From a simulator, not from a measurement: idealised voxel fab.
Process module name: voxel released beams
The figure presents cross-section cut, which has a width of 210 nm and is divided into square cells with an edge length of 5 nm.
A cross-section is written here as square cells arranged in a grid, and it is given in bands from the top down, each band taking up one or more rows of cells.
Band entry format. Leading values: height of top, height of bottom, nm. Remainder: materials in left-to-right order, each with its width in nm. Special words: "throughout" on a single material, which then fills the band edge to edge; "blank", empty space.
Where do heights start? At 0: under that level the wafer as delivered is made of one material only. And the lowest band has no floor; it just carries on downward, as in "from 0 down".
A two-number width, for instance "30->40", indicates that the width is equal to the first number in the top row of the band and to the second number in the bottom row, and that it changes by a constant amount per row of cells.
You'll sometimes find "no alteration" written for a step, and that's the way of saying that nowhere in the cross-section did a cell change during that step.
Basically, "Enclosed internal voids" tells you about the enclosed voids: empty spaces with no open way to the top, 8 cells or bigger, each written width x height at distance, where distance is from the left edge, all in nm.
On a step's line, text after the settings is the simulator commenting on that step.
overlay nm: how far to the right of its planned place the mask lay on this masked step (negative: to the left).

[Process steps foreseen in the plan]
- 1: RECEIVE, material Si
- 2: CONFORMAL_DEP, material SiN, thk nm 10
- 3: DIRECTIONAL_DEP, material SiO2, thk nm 15
- 4: DIRECTIONAL_DEP, material aC, thk nm 15
- 5: PATTERN, tone open, mask id ANCHOR, material resist, width nm 45, thk nm 30, overlay nm 0
- 6: DIRECTIONAL_ETCH, etch materials aC, depth nm 15
- 7: STRIP, etch materials resist
- 8: DIRECTIONAL_ETCH, etch materials SiO2, depth nm 15
- 9: STRIP, etch materials aC
- 10: CONFORMAL_DEP, material W, thk nm 15
- 11: DIRECTIONAL_DEP, material aC, thk nm 15
- 12: PATTERN, tone cover, mask id BEAM, material resist, width nm 120, thk nm 35, overlay nm 0
- 13: DIRECTIONAL_ETCH, etch materials aC, depth nm 15
- 14: STRIP, etch materials resist
- 15: DIRECTIONAL_ETCH, etch materials W, depth nm 15
- 16: STRIP, etch materials aC
- 17: STRIP, etch materials SiO2

[Cross-section, incoming material, after step 1]
* from 0 down | Si throughout
* Enclosed internal voids: none

[End-of-module cross-section. Starting structure and process plan as above; one mistake made in running it]
* from 40 to 25 | 40 blank; 120 W; 50 blank
* from 25 to 15 | SiN throughout
* from 15 to 0 | SiO2 throughout
* from 0 down | Si throughout
* Enclosed internal voids: none
Heads up, the wafer didn't run the way we planned it: step 3 occupied the plan position of step 2, and the converse holds as well
